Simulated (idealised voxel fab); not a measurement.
This section sets out a process module, namely voxel transistor to metal.
Xsec cut, 215 nm wide, square cell size 5 nm.
In this document a cross-section is written as a grid of square cells. It is given as a series of bands, listed from the top down, and a band is one or more rows of cells. For a band, the entry starts with two heights in nm, that of the top and then that of the bottom, and carries on with the band's materials in order from left to right, each alongside its width in nm; the word "all across" beside a single material means it fills the band edge to edge, and "empty" means empty space. Beneath 0, the wafer as received is one material, and that level is where height counting begins. The lowest band goes on downward without a bottom; it is written like "from 0 down". Quick explanation for "30 to 40": the width changes in equal steps down the rows of cells, from the first number in the band's top row to the second number in its bottom row. Any step labelled "remained the same" changed none of the cells in the cross-section. In the "Voids, sealed" entry, you get each enclosed empty space of 8 cells or more, one with no open way to the top, written width x height at distance, distance from the left edge, in nm. That trailing text on a step's line, after the settings, is the simulator's own remark on the step. The optional step-line setting "overlay nm" applies to steps with a mask and quantifies how far to the right of its planned location the mask lay, a negative value indicating leftward placement.

Set out below are the planned steps of the process:
1. RECEIVE, material Si
2. OXIDIZE, depth nm 5
3. CONFORMAL_DEP, material SiN, thk nm 10
4. DIRECTIONAL_DEP, material aC, thk nm 15
5. PATTERN, tone cover, mask id ACTIVE, material resist, width nm 115, thk nm 30, overlay nm 0
6. DIRECTIONAL_ETCH, etch materials aC, depth nm 15
7. STRIP, etch materials resist
8. DIRECTIONAL_ETCH, etch materials SiN, depth nm 10
9. DIRECTIONAL_ETCH, etch materials SiO2, depth nm 5
10. DIRECTIONAL_ETCH, etch materials Si, depth nm 25
11. STRIP, etch materials aC
12. FILL_DEP, material SiO2, thk nm 10
13. CMP, height nm 10
14. SELECTIVE_ETCH, etch materials SiO2, depth nm 10
15. STRIP, etch materials SiN
16. SELECTIVE_ETCH, etch materials SiO2, depth nm 5
17. OXIDIZE, depth nm 5
18. DIRECTIONAL_DEP, material polySi, thk nm 25
19. DIRECTIONAL_DEP, material SiCN, thk nm 15
20. PATTERN, tone cover, mask id GATE, material resist, width nm 35, thk nm 15, overlay nm 0
21. DIRECTIONAL_ETCH, etch materials SiCN, depth nm 25
22. DIRECTIONAL_ETCH, etch materials polySi, depth nm 35
23. STRIP, etch materials resist
24. CONFORMAL_DEP, material SiO2, thk nm 5
25. DIRECTIONAL_ETCH, etch materials SiO2, depth nm 5
26. CONFORMAL_DEP, material SiN, thk nm 5
27. DIRECTIONAL_ETCH, etch materials SiN, depth nm 5
28. DIRECTIONAL_ETCH, etch materials SiO2, depth nm 5
29. EPI, material pSi, thk nm 5
30. FILL_DEP, material SiO2, thk nm 10
31. CMP, height nm 20
32. STRIP, etch materials polySi
33. SELECTIVE_ETCH, etch materials SiO2, depth nm 5
34. CONFORMAL_DEP, material HfO2, thk nm 5
35. CONFORMAL_DEP, material TiN, thk nm 5
36. FILL_DEP, material W, thk nm 10
37. CMP, height nm 15
38. DIRECTIONAL_DEP, material SiO2, thk nm 15
39. MASKED_ETCH, tone open, mask id CONTACT, width nm 15, pitch nm 80, etch materials SiO2, depth nm 35, overlay nm 0
40. CONFORMAL_DEP, material TiN, thk nm 5
41. FILL_DEP, material W, thk nm 5
42. CMP, height nm 30
43. CONFORMAL_DEP, material SiCN, thk nm 5
44. DIRECTIONAL_DEP, material SiO2, thk nm 20
45. PATTERN, tone open, mask id METAL_1, material resist, width nm 15, pitch nm 80, thk nm 15, overlay nm 0
46. DIRECTIONAL_ETCH, etch materials SiO2, depth nm 20
47. DIRECTIONAL_ETCH, etch materials SiCN, depth nm 5
48. STRIP, etch materials resist
49. CONFORMAL_DEP, material TiN, thk nm 5
50. FILL_DEP, material Cu, thk nm 10
51. CMP, height nm 55
52. EPI, material Ru, thk nm 5
53. FILL_DEP, material SiCN, thk nm 5

First of two wafers - as planned:

So this is the incoming wafer in cross-section - it's already been through step 1:
- from 0 down = Si all across
- Voids, sealed: none

The wafer, seen in cross-section, after step 2:
- from 0 to -5 = SiO2 all across
- No changes below -5.

The wafer, seen in cross-section, after step 3:
- from 10 to 0 = SiN all across
- No changes below 0.

The wafer, seen in cross-section, after step 4:
- from 25 to 10 = aC all across
- No changes below 10.

The wafer, seen in cross-section, after step 5:
- from 55 to 25 = empty=50; resist=115; empty=50
- No changes below 25.

The wafer, seen in cross-section, after step 6:
- from 40 to 25 = empty=50; resist=115; empty=50
- from 25 to 10 = empty=50; aC=115; empty=50
- No changes below 10.

The wafer, seen in cross-section, after step 7:
- from 25 to 10 = empty=50; aC=115; empty=50
- No changes below 10.

The wafer, seen in cross-section, after step 8:
- from 25 to 10 = empty=50; aC=115; empty=50
- from 10 to 0 = empty=50; SiN=115; empty=50
- No changes below 0.

The wafer, seen in cross-section, after step 9:
- from 25 to 10 = empty=50; aC=115; empty=50
- from 10 to 0 = empty=50; SiN=115; empty=50
- from 0 to -5 = empty=50; SiO2=115; empty=50
- No changes below -5.

The wafer, seen in cross-section, after step 10:
- from 25 to 10 = empty=50; aC=115; empty=50
- from 10 to 0 = empty=50; SiN=115; empty=50
- from 0 to -5 = empty=50; SiO2=115; empty=50
- from -5 to -30 = empty=50; Si=115; empty=50
- No changes below -30.

The wafer, seen in cross-section, after step 11:
- from 10 to 0 = empty=50; SiN=115; empty=50
- No changes below 0.

The wafer, seen in cross-section, after step 12:
- from 20 to 10 = SiO2 all across
- from 10 to 0 = SiO2=50; SiN=115; SiO2=50
- from 0 to -5 = SiO2 all across
- from -5 to -30 = SiO2=50; Si=115; SiO2=50
- No changes below -30.

The wafer, seen in cross-section, after step 13:
- from 10 to 0 = SiO2=50; SiN=115; SiO2=50
- No changes below 0.

The wafer, seen in cross-section, after step 14:
- from 10 to 0 = empty=50; SiN=115; empty=50
- No changes below 0.

The wafer, seen in cross-section, after step 15:
- from 0 to -5 = SiO2 all across
- No changes below -5.

The wafer, seen in cross-section, after step 16:
- from -5 to -30 = SiO2=50; Si=115; SiO2=50
- No changes below -30.

The wafer, seen in cross-section, after step 17:
- from -5 to -10 = SiO2 all across
- No changes below -10.

The wafer, seen in cross-section, after step 18:
- from 20 to -5 = polySi all across
- No changes below -5.

The wafer, seen in cross-section, after step 19:
- from 35 to 20 = SiCN all across
- No changes below 20.

The wafer, seen in cross-section, after step 20:
- from 50 to 35 = empty=90; resist=35; empty=90
- No changes below 35.

The wafer, seen in cross-section, after step 21:
- from 50 to 35 = empty=90; resist=35; empty=90
- from 35 to 20 = empty=90; SiCN=35; empty=90
- No changes below 20.

The wafer, seen in cross-section, after step 22:
- from 50 to 35 = empty=90; resist=35; empty=90
- from 35 to 20 = empty=90; SiCN=35; empty=90
- from 20 to -5 = empty=90; polySi=35; empty=90
- No changes below -5.

The wafer, seen in cross-section, after step 23:
- from 35 to 20 = empty=90; SiCN=35; empty=90
- No changes below 20.

The wafer, seen in cross-section, after step 24:
- from 40 to 35 = empty=85; SiO2=45; empty=85
- from 35 to 20 = empty=85; SiO2=5; SiCN=35; SiO2=5; empty=85
- from 20 to 0 = empty=85; SiO2=5; polySi=35; SiO2=5; empty=85
- from 0 to -5 = SiO2=90; polySi=35; SiO2=90
- No changes below -5.

The wafer, seen in cross-section, after step 25:
- from 35 to 20 = empty=85; SiO2=5; SiCN=35; SiO2=5; empty=85
- from 20 to -5 = empty=85; SiO2=5; polySi=35; SiO2=5; empty=85
- No changes below -5.

The wafer, seen in cross-section, after step 26:
- from 40 to 35 = empty=80; SiN=55; empty=80
- from 35 to 20 = empty=80; SiN=5; SiO2=5; SiCN=35; SiO2=5; SiN=5; empty=80
- from 20 to 0 = empty=80; SiN=5; SiO2=5; polySi=35; SiO2=5; SiN=5; empty=80
- from 0 to -5 = SiN=85; SiO2=5; polySi=35; SiO2=5; SiN=85
- No changes below -5.

The wafer, seen in cross-section, after step 27:
- from 35 to 20 = empty=80; SiN=5; SiO2=5; SiCN=35; SiO2=5; SiN=5; empty=80
- from 20 to -5 = empty=80; SiN=5; SiO2=5; polySi=35; SiO2=5; SiN=5; empty=80
- No changes below -5.

The wafer, seen in cross-section, after step 28:
- from 35 to 30 = empty=80; SiN=5; empty=5; SiCN=35; empty=5; SiN=5; empty=80
- from 30 to 20 = empty=80; SiN=5; SiO2=5; SiCN=35; SiO2=5; SiN=5; empty=80
- from 20 to -5 = empty=80; SiN=5; SiO2=5; polySi=35; SiO2=5; SiN=5; empty=80
- from -5 to -10 = empty=80; SiO2=55; empty=80
- No changes below -10.

The wafer, seen in cross-section, after step 29:
- from 35 to 30 = empty=80; SiN=5; empty=5; SiCN=35; empty=5; SiN=5; empty=80
- from 30 to 20 = empty=80; SiN=5; SiO2=5; SiCN=35; SiO2=5; SiN=5; empty=80
- from 20 to -5 = empty=80; SiN=5; SiO2=5; polySi=35; SiO2=5; SiN=5; empty=80
- from -5 to -10 = empty=45; pSi=35; SiO2=55; pSi=35; empty=45
- No changes below -10.

The wafer, seen in cross-section, after step 30:
- from 45 to 35 = SiO2 all across
- from 35 to 20 = SiO2=80; SiN=5; SiO2=5; SiCN=35; SiO2=5; SiN=5; SiO2=80
- from 20 to -5 = SiO2=80; SiN=5; SiO2=5; polySi=35; SiO2=5; SiN=5; SiO2=80
- from -5 to -10 = SiO2=45; pSi=35; SiO2=55; pSi=35; SiO2=45
- No changes below -10.

The wafer, seen in cross-section, after step 31:
- from 20 to -5 = SiO2=80; SiN=5; SiO2=5; polySi=35; SiO2=5; SiN=5; SiO2=80
- No changes below -5.

The wafer, seen in cross-section, after step 32:
- from 20 to -5 = SiO2=80; SiN=5; SiO2=5; empty=35; SiO2=5; SiN=5; SiO2=80
- No changes below -5.

The wafer, seen in cross-section, after step 33:
- from 20 to 15 = empty=80; SiN=5; empty=45; SiN=5; empty=80
- from 15 to -5 = SiO2=80; SiN=5; empty=45; SiN=5; SiO2=80
- from -5 to -10 = SiO2=45; pSi=35; SiO2=5; empty=45; SiO2=5; pSi=35; SiO2=45
- No changes below -10.

The wafer, seen in cross-section, after step 34:
- from 25 to 20 = empty=75; HfO2=15; empty=35; HfO2=15; empty=75
- from 20 to 15 = HfO2=80; SiN=5; HfO2=5; empty=35; HfO2=5; SiN=5; HfO2=80
- from 15 to -5 = SiO2=80; SiN=5; HfO2=5; empty=35; HfO2=5; SiN=5; SiO2=80
- from -5 to -10 = SiO2=45; pSi=35; SiO2=5; HfO2=45; SiO2=5; pSi=35; SiO2=45
- No changes below -10.

The wafer, seen in cross-section, after step 35:
- from 30 to 25 = empty=70; TiN=25; empty=25; TiN=25; empty=70
- from 25 to 20 = TiN=75; HfO2=15; TiN=5; empty=25; TiN=5; HfO2=15; TiN=75
- from 20 to 15 = HfO2=80; SiN=5; HfO2=5; TiN=5; empty=25; TiN=5; HfO2=5; SiN=5; HfO2=80
- from 15 to 0 = SiO2=80; SiN=5; HfO2=5; TiN=5; empty=25; TiN=5; HfO2=5; SiN=5; SiO2=80
- from 0 to -5 = SiO2=80; SiN=5; HfO2=5; TiN=35; HfO2=5; SiN=5; SiO2=80
- No changes below -5.

The wafer, seen in cross-section, after step 36:
- from 40 to 30 = W all across
- from 30 to 25 = W=70; TiN=25; W=25; TiN=25; W=70
- from 25 to 20 = TiN=75; HfO2=15; TiN=5; W=25; TiN=5; HfO2=15; TiN=75
- from 20 to 15 = HfO2=80; SiN=5; HfO2=5; TiN=5; W=25; TiN=5; HfO2=5; SiN=5; HfO2=80
- from 15 to 0 = SiO2=80; SiN=5; HfO2=5; TiN=5; W=25; TiN=5; HfO2=5; SiN=5; SiO2=80
- No changes below 0.

The wafer, seen in cross-section, after step 37:
- from 15 to 0 = SiO2=80; SiN=5; HfO2=5; TiN=5; W=25; TiN=5; HfO2=5; SiN=5; SiO2=80
- No changes below 0.

The wafer, seen in cross-section, after step 38:
- from 30 to 15 = SiO2 all across
- No changes below 15.

The wafer, seen in cross-section, after step 39:
- from 30 to 15 = SiO2=60; empty=15; SiO2=65; empty=15; SiO2=60
- from 15 to 0 = SiO2=60; empty=15; SiO2=5; SiN=5; HfO2=5; TiN=5; W=25; TiN=5; HfO2=5; SiN=5; SiO2=5; empty=15; SiO2=60
- from 0 to -5 = SiO2=60; empty=15; SiO2=5; SiN=5; HfO2=5; TiN=35; HfO2=5; SiN=5; SiO2=5; empty=15; SiO2=60
- No changes below -5.

The wafer, seen in cross-section, after step 40:
- from 35 to 30 = TiN=65; empty=5; TiN=75; empty=5; TiN=65
- from 30 to 15 = SiO2=60; TiN=5; empty=5; TiN=5; SiO2=65; TiN=5; empty=5; TiN=5; SiO2=60
- from 15 to 0 = SiO2=60; TiN=5; empty=5; TiN=5; SiO2=5; SiN=5; HfO2=5; TiN=5; W=25; TiN=5; HfO2=5; SiN=5; SiO2=5; TiN=5; empty=5; TiN=5; SiO2=60
- from 0 to -5 = SiO2=60; TiN=15; SiO2=5; SiN=5; HfO2=5; TiN=35; HfO2=5; SiN=5; SiO2=5; TiN=15; SiO2=60
- No changes below -5.

The wafer, seen in cross-section, after step 41:
- from 40 to 35 = W all across
- from 35 to 30 = TiN=65; W=5; TiN=75; W=5; TiN=65
- from 30 to 15 = SiO2=60; TiN=5; W=5; TiN=5; SiO2=65; TiN=5; W=5; TiN=5; SiO2=60
- from 15 to 0 = SiO2=60; TiN=5; W=5; TiN=5; SiO2=5; SiN=5; HfO2=5; TiN=5; W=25; TiN=5; HfO2=5; SiN=5; SiO2=5; TiN=5; W=5; TiN=5; SiO2=60
- No changes below 0.

The wafer, seen in cross-section, after step 42:
- from 30 to 15 = SiO2=60; TiN=5; W=5; TiN=5; SiO2=65; TiN=5; W=5; TiN=5; SiO2=60
- No changes below 15.

The wafer, seen in cross-section, after step 43:
- from 35 to 30 = SiCN all across
- No changes below 30.

The wafer, seen in cross-section, after step 44:
- from 55 to 35 = SiO2 all across
- No changes below 35.

The wafer, seen in cross-section, after step 45:
- from 70 to 55 = resist=60; empty=15; resist=65; empty=15; resist=60
- No changes below 55.

The wafer, seen in cross-section, after step 46:
- from 70 to 55 = resist=60; empty=15; resist=65; empty=15; resist=60
- from 55 to 35 = SiO2=60; empty=15; SiO2=65; empty=15; SiO2=60
- No changes below 35.

The wafer, seen in cross-section, after step 47:
- from 70 to 55 = resist=60; empty=15; resist=65; empty=15; resist=60
- from 55 to 35 = SiO2=60; empty=15; SiO2=65; empty=15; SiO2=60
- from 35 to 30 = SiCN=60; empty=15; SiCN=65; empty=15; SiCN=60
- No changes below 30.

The wafer, seen in cross-section, after step 48:
- from 55 to 35 = SiO2=60; empty=15; SiO2=65; empty=15; SiO2=60
- No changes below 35.

The wafer, seen in cross-section, after step 49:
- from 60 to 55 = TiN=65; empty=5; TiN=75; empty=5; TiN=65
- from 55 to 35 = SiO2=60; TiN=5; empty=5; TiN=5; SiO2=65; TiN=5; empty=5; TiN=5; SiO2=60
- from 35 to 30 = SiCN=60; TiN=15; SiCN=65; TiN=15; SiCN=60
- No changes below 30.

The wafer, seen in cross-section, after step 50:
- from 70 to 60 = Cu all across
- from 60 to 55 = TiN=65; Cu=5; TiN=75; Cu=5; TiN=65
- from 55 to 35 = SiO2=60; TiN=5; Cu=5; TiN=5; SiO2=65; TiN=5; Cu=5; TiN=5; SiO2=60
- No changes below 35.

The wafer, seen in cross-section, after step 51:
- from 55 to 35 = SiO2=60; TiN=5; Cu=5; TiN=5; SiO2=65; TiN=5; Cu=5; TiN=5; SiO2=60
- No changes below 35.

The wafer, seen in cross-section, after step 52:
- from 60 to 55 = empty=55; Ru=25; empty=55; Ru=25; empty=55
- No changes below 55.

The wafer, seen in cross-section, after step 53:
- from 65 to 60 = SiCN all across
- from 60 to 55 = SiCN=55; Ru=25; SiCN=55; Ru=25; SiCN=55
- No changes below 55.

The second wafer: identical to the first at the outset and in its planned sequence, differing only in that one mistake was made during processing; up to and including step 4, its path is the first wafer's path:

Here is the second wafer in cross-section at the point where step 5 of the plan should have been done:
- from 55 to 25 = empty=50; resist=120; empty=45
- No changes below 25.

Here is the second wafer in cross-section at the point where step 6 of the plan should have been done:
- from 40 to 25 = empty=50; resist=120; empty=45
- from 25 to 10 = empty=50; aC=120; empty=45
- No changes below 10.

Here is the second wafer in cross-section at the point where step 7 of the plan should have been done:
- from 25 to 10 = empty=50; aC=120; empty=45
- No changes below 10.

Here is the second wafer in cross-section at the point where step 8 of the plan should have been done:
- from 25 to 10 = empty=50; aC=120; empty=45
- from 10 to 0 = empty=50; SiN=120; empty=45
- No changes below 0.

Here is the second wafer in cross-section at the point where step 9 of the plan should have been done:
- from 25 to 10 = empty=50; aC=120; empty=45
- from 10 to 0 = empty=50; SiN=120; empty=45
- from 0 to -5 = empty=50; SiO2=120; empty=45
- No changes below -5.

Here is the second wafer in cross-section at the point where step 10 of the plan should have been done:
- from 25 to 10 = empty=50; aC=120; empty=45
- from 10 to 0 = empty=50; SiN=120; empty=45
- from 0 to -5 = empty=50; SiO2=120; empty=45
- from -5 to -30 = empty=50; Si=120; empty=45
- No changes below -30.

Here is the second wafer in cross-section at the point where step 11 of the plan should have been done:
- from 10 to 0 = empty=50; SiN=120; empty=45
- No changes below 0.

Here is the second wafer in cross-section at the point where step 12 of the plan should have been done:
- from 20 to 10 = SiO2 all across
- from 10 to 0 = SiO2=50; SiN=120; SiO2=45
- from 0 to -5 = SiO2 all across
- from -5 to -30 = SiO2=50; Si=120; SiO2=45
- No changes below -30.

Here is the second wafer in cross-section at the point where step 13 of the plan should have been done:
- from 10 to 0 = SiO2=50; SiN=120; SiO2=45
- No changes below 0.

Here is the second wafer in cross-section at the point where step 14 of the plan should have been done:
- from 10 to 0 = empty=50; SiN=120; empty=45
- No changes below 0.

Here is the second wafer in cross-section at the point where step 15 of the plan should have been done:
- from 0 to -5 = SiO2 all across
- No changes below -5.

Here is the second wafer in cross-section at the point where step 16 of the plan should have been done:
- from -5 to -30 = SiO2=50; Si=120; SiO2=45
- No changes below -30.

Here is the second wafer in cross-section at the point where step 17 of the plan should have been done:
- from -5 to -10 = SiO2 all across
- No changes below -10.

Here is the second wafer in cross-section at the point where step 18 of the plan should have been done:
- from 20 to -5 = polySi all across
- No changes below -5.

Here is the second wafer in cross-section at the point where step 19 of the plan should have been done:
- from 35 to 20 = SiCN all across
- No changes below 20.

Here is the second wafer in cross-section at the point where step 20 of the plan should have been done:
- from 50 to 35 = empty=90; resist=35; empty=90
- No changes below 35.

Here is the second wafer in cross-section at the point where step 21 of the plan should have been done:
- from 50 to 35 = empty=90; resist=35; empty=90
- from 35 to 20 = empty=90; SiCN=35; empty=90
- No changes below 20.

Here is the second wafer in cross-section at the point where step 22 of the plan should have been done:
- from 50 to 35 = empty=90; resist=35; empty=90
- from 35 to 20 = empty=90; SiCN=35; empty=90
- from 20 to -5 = empty=90; polySi=35; empty=90
- No changes below -5.

Here is the second wafer in cross-section at the point where step 23 of the plan should have been done:
- from 35 to 20 = empty=90; SiCN=35; empty=90
- No changes below 20.

Here is the second wafer in cross-section at the point where step 24 of the plan should have been done:
- from 40 to 35 = empty=85; SiO2=45; empty=85
- from 35 to 20 = empty=85; SiO2=5; SiCN=35; SiO2=5; empty=85
- from 20 to 0 = empty=85; SiO2=5; polySi=35; SiO2=5; empty=85
- from 0 to -5 = SiO2=90; polySi=35; SiO2=90
- No changes below -5.

Here is the second wafer in cross-section at the point where step 25 of the plan should have been done:
- from 35 to 20 = empty=85; SiO2=5; SiCN=35; SiO2=5; empty=85
- from 20 to -5 = empty=85; SiO2=5; polySi=35; SiO2=5; empty=85
- No changes below -5.

Here is the second wafer in cross-section at the point where step 26 of the plan should have been done:
- from 40 to 35 = empty=80; SiN=55; empty=80
- from 35 to 20 = empty=80; SiN=5; SiO2=5; SiCN=35; SiO2=5; SiN=5; empty=80
- from 20 to 0 = empty=80; SiN=5; SiO2=5; polySi=35; SiO2=5; SiN=5; empty=80
- from 0 to -5 = SiN=85; SiO2=5; polySi=35; SiO2=5; SiN=85
- No changes below -5.

Here is the second wafer in cross-section at the point where step 27 of the plan should have been done:
- from 35 to 20 = empty=80; SiN=5; SiO2=5; SiCN=35; SiO2=5; SiN=5; empty=80
- from 20 to -5 = empty=80; SiN=5; SiO2=5; polySi=35; SiO2=5; SiN=5; empty=80
- No changes below -5.

Here is the second wafer in cross-section at the point where step 28 of the plan should have been done:
- from 35 to 30 = empty=80; SiN=5; empty=5; SiCN=35; empty=5; SiN=5; empty=80
- from 30 to 20 = empty=80; SiN=5; SiO2=5; SiCN=35; SiO2=5; SiN=5; empty=80
- from 20 to -5 = empty=80; SiN=5; SiO2=5; polySi=35; SiO2=5; SiN=5; empty=80
- from -5 to -10 = empty=80; SiO2=55; empty=80
- No changes below -10.

Here is the second wafer in cross-section at the point where step 29 of the plan should have been done:
- from 35 to 30 = empty=80; SiN=5; empty=5; SiCN=35; empty=5; SiN=5; empty=80
- from 30 to 20 = empty=80; SiN=5; SiO2=5; SiCN=35; SiO2=5; SiN=5; empty=80
- from 20 to -5 = empty=80; SiN=5; SiO2=5; polySi=35; SiO2=5; SiN=5; empty=80
- from -5 to -10 = empty=45; pSi=35; SiO2=55; pSi=40; empty=40
- No changes below -10.

Here is the second wafer in cross-section at the point where step 30 of the plan should have been done:
- from 45 to 35 = SiO2 all across
- from 35 to 20 = SiO2=80; SiN=5; SiO2=5; SiCN=35; SiO2=5; SiN=5; SiO2=80
- from 20 to -5 = SiO2=80; SiN=5; SiO2=5; polySi=35; SiO2=5; SiN=5; SiO2=80
- from -5 to -10 = SiO2=45; pSi=35; SiO2=55; pSi=40; SiO2=40
- No changes below -10.

Here is the second wafer in cross-section at the point where step 31 of the plan should have been done:
- from 20 to -5 = SiO2=80; SiN=5; SiO2=5; polySi=35; SiO2=5; SiN=5; SiO2=80
- No changes below -5.

Here is the second wafer in cross-section at the point where step 32 of the plan should have been done:
- from 20 to -5 = SiO2=80; SiN=5; SiO2=5; empty=35; SiO2=5; SiN=5; SiO2=80
- No changes below -5.

Here is the second wafer in cross-section at the point where step 33 of the plan should have been done:
- from 20 to 15 = empty=80; SiN=5; empty=45; SiN=5; empty=80
- from 15 to -5 = SiO2=80; SiN=5; empty=45; SiN=5; SiO2=80
- from -5 to -10 = SiO2=45; pSi=35; SiO2=5; empty=45; SiO2=5; pSi=40; SiO2=40
- No changes below -10.

Here is the second wafer in cross-section at the point where step 34 of the plan should have been done:
- from 25 to 20 = empty=75; HfO2=15; empty=35; HfO2=15; empty=75
- from 20 to 15 = HfO2=80; SiN=5; HfO2=5; empty=35; HfO2=5; SiN=5; HfO2=80
- from 15 to -5 = SiO2=80; SiN=5; HfO2=5; empty=35; HfO2=5; SiN=5; SiO2=80
- from -5 to -10 = SiO2=45; pSi=35; SiO2=5; HfO2=45; SiO2=5; pSi=40; SiO2=40
- No changes below -10.

Here is the second wafer in cross-section at the point where step 35 of the plan should have been done:
- from 30 to 25 = empty=70; TiN=25; empty=25; TiN=25; empty=70
- from 25 to 20 = TiN=75; HfO2=15; TiN=5; empty=25; TiN=5; HfO2=15; TiN=75
- from 20 to 15 = HfO2=80; SiN=5; HfO2=5; TiN=5; empty=25; TiN=5; HfO2=5; SiN=5; HfO2=80
- from 15 to 0 = SiO2=80; SiN=5; HfO2=5; TiN=5; empty=25; TiN=5; HfO2=5; SiN=5; SiO2=80
- from 0 to -5 = SiO2=80; SiN=5; HfO2=5; TiN=35; HfO2=5; SiN=5; SiO2=80
- No changes below -5.

Here is the second wafer in cross-section at the point where step 36 of the plan should have been done:
- from 40 to 30 = W all across
- from 30 to 25 = W=70; TiN=25; W=25; TiN=25; W=70
- from 25 to 20 = TiN=75; HfO2=15; TiN=5; W=25; TiN=5; HfO2=15; TiN=75
- from 20 to 15 = HfO2=80; SiN=5; HfO2=5; TiN=5; W=25; TiN=5; HfO2=5; SiN=5; HfO2=80
- from 15 to 0 = SiO2=80; SiN=5; HfO2=5; TiN=5; W=25; TiN=5; HfO2=5; SiN=5; SiO2=80
- No changes below 0.

Here is the second wafer in cross-section at the point where step 37 of the plan should have been done:
- from 15 to 0 = SiO2=80; SiN=5; HfO2=5; TiN=5; W=25; TiN=5; HfO2=5; SiN=5; SiO2=80
- No changes below 0.

Here is the second wafer in cross-section at the point where step 38 of the plan should have been done:
- from 30 to 15 = SiO2 all across
- No changes below 15.

Here is the second wafer in cross-section at the point where step 39 of the plan should have been done:
- from 30 to 15 = SiO2=60; empty=15; SiO2=65; empty=15; SiO2=60
- from 15 to 0 = SiO2=60; empty=15; SiO2=5; SiN=5; HfO2=5; TiN=5; W=25; TiN=5; HfO2=5; SiN=5; SiO2=5; empty=15; SiO2=60
- from 0 to -5 = SiO2=60; empty=15; SiO2=5; SiN=5; HfO2=5; TiN=35; HfO2=5; SiN=5; SiO2=5; empty=15; SiO2=60
- No changes below -5.

Here is the second wafer in cross-section at the point where step 40 of the plan should have been done:
- from 35 to 30 = TiN=65; empty=5; TiN=75; empty=5; TiN=65
- from 30 to 15 = SiO2=60; TiN=5; empty=5; TiN=5; SiO2=65; TiN=5; empty=5; TiN=5; SiO2=60
- from 15 to 0 = SiO2=60; TiN=5; empty=5; TiN=5; SiO2=5; SiN=5; HfO2=5; TiN=5; W=25; TiN=5; HfO2=5; SiN=5; SiO2=5; TiN=5; empty=5; TiN=5; SiO2=60
- from 0 to -5 = SiO2=60; TiN=15; SiO2=5; SiN=5; HfO2=5; TiN=35; HfO2=5; SiN=5; SiO2=5; TiN=15; SiO2=60
- No changes below -5.

Here is the second wafer in cross-section at the point where step 41 of the plan should have been done:
- from 40 to 35 = W all across
- from 35 to 30 = TiN=65; W=5; TiN=75; W=5; TiN=65
- from 30 to 15 = SiO2=60; TiN=5; W=5; TiN=5; SiO2=65; TiN=5; W=5; TiN=5; SiO2=60
- from 15 to 0 = SiO2=60; TiN=5; W=5; TiN=5; SiO2=5; SiN=5; HfO2=5; TiN=5; W=25; TiN=5; HfO2=5; SiN=5; SiO2=5; TiN=5; W=5; TiN=5; SiO2=60
- No changes below 0.

Here is the second wafer in cross-section at the point where step 42 of the plan should have been done:
- from 30 to 15 = SiO2=60; TiN=5; W=5; TiN=5; SiO2=65; TiN=5; W=5; TiN=5; SiO2=60
- No changes below 15.

Here is the second wafer in cross-section at the point where step 43 of the plan should have been done:
- from 35 to 30 = SiCN all across
- No changes below 30.

Here is the second wafer in cross-section at the point where step 44 of the plan should have been done:
- from 55 to 35 = SiO2 all across
- No changes below 35.

Here is the second wafer in cross-section at the point where step 45 of the plan should have been done:
- from 70 to 55 = resist=60; empty=15; resist=65; empty=15; resist=60
- No changes below 55.

Here is the second wafer in cross-section at the point where step 46 of the plan should have been done:
- from 70 to 55 = resist=60; empty=15; resist=65; empty=15; resist=60
- from 55 to 35 = SiO2=60; empty=15; SiO2=65; empty=15; SiO2=60
- No changes below 35.

Here is the second wafer in cross-section at the point where step 47 of the plan should have been done:
- from 70 to 55 = resist=60; empty=15; resist=65; empty=15; resist=60
- from 55 to 35 = SiO2=60; empty=15; SiO2=65; empty=15; SiO2=60
- from 35 to 30 = SiCN=60; empty=15; SiCN=65; empty=15; SiCN=60
- No changes below 30.

Here is the second wafer in cross-section at the point where step 48 of the plan should have been done:
- from 55 to 35 = SiO2=60; empty=15; SiO2=65; empty=15; SiO2=60
- No changes below 35.

Here is the second wafer in cross-section at the point where step 49 of the plan should have been done:
- from 60 to 55 = TiN=65; empty=5; TiN=75; empty=5; TiN=65
- from 55 to 35 = SiO2=60; TiN=5; empty=5; TiN=5; SiO2=65; TiN=5; empty=5; TiN=5; SiO2=60
- from 35 to 30 = SiCN=60; TiN=15; SiCN=65; TiN=15; SiCN=60
- No changes below 30.

Here is the second wafer in cross-section at the point where step 50 of the plan should have been done:
- from 70 to 60 = Cu all across
- from 60 to 55 = TiN=65; Cu=5; TiN=75; Cu=5; TiN=65
- from 55 to 35 = SiO2=60; TiN=5; Cu=5; TiN=5; SiO2=65; TiN=5; Cu=5; TiN=5; SiO2=60
- No changes below 35.

Here is the second wafer in cross-section at the point where step 51 of the plan should have been done:
- from 55 to 35 = SiO2=60; TiN=5; Cu=5; TiN=5; SiO2=65; TiN=5; Cu=5; TiN=5; SiO2=60
- No changes below 35.

Here is the second wafer in cross-section at the point where step 52 of the plan should have been done:
- from 60 to 55 = empty=55; Ru=25; empty=55; Ru=25; empty=55
- No changes below 55.

Here is the second wafer in cross-section at the point where step 53 of the plan should have been done:
- from 65 to 60 = SiCN all across
- from 60 to 55 = SiCN=55; Ru=25; SiCN=55; Ru=25; SiCN=55
- No changes below 55.
In executing the process, a mistake was made relative to the plan: planned and actual differ for step 5; actual: PATTERN, tone cover, mask id ACTIVE, material resist, width nm 120, thk nm 30, overlay nm 0
Heads up, by the end the second wafer has more or fewer cells of some materials compared to the first: +4 Si | -5 SiO2 | +1 pSi
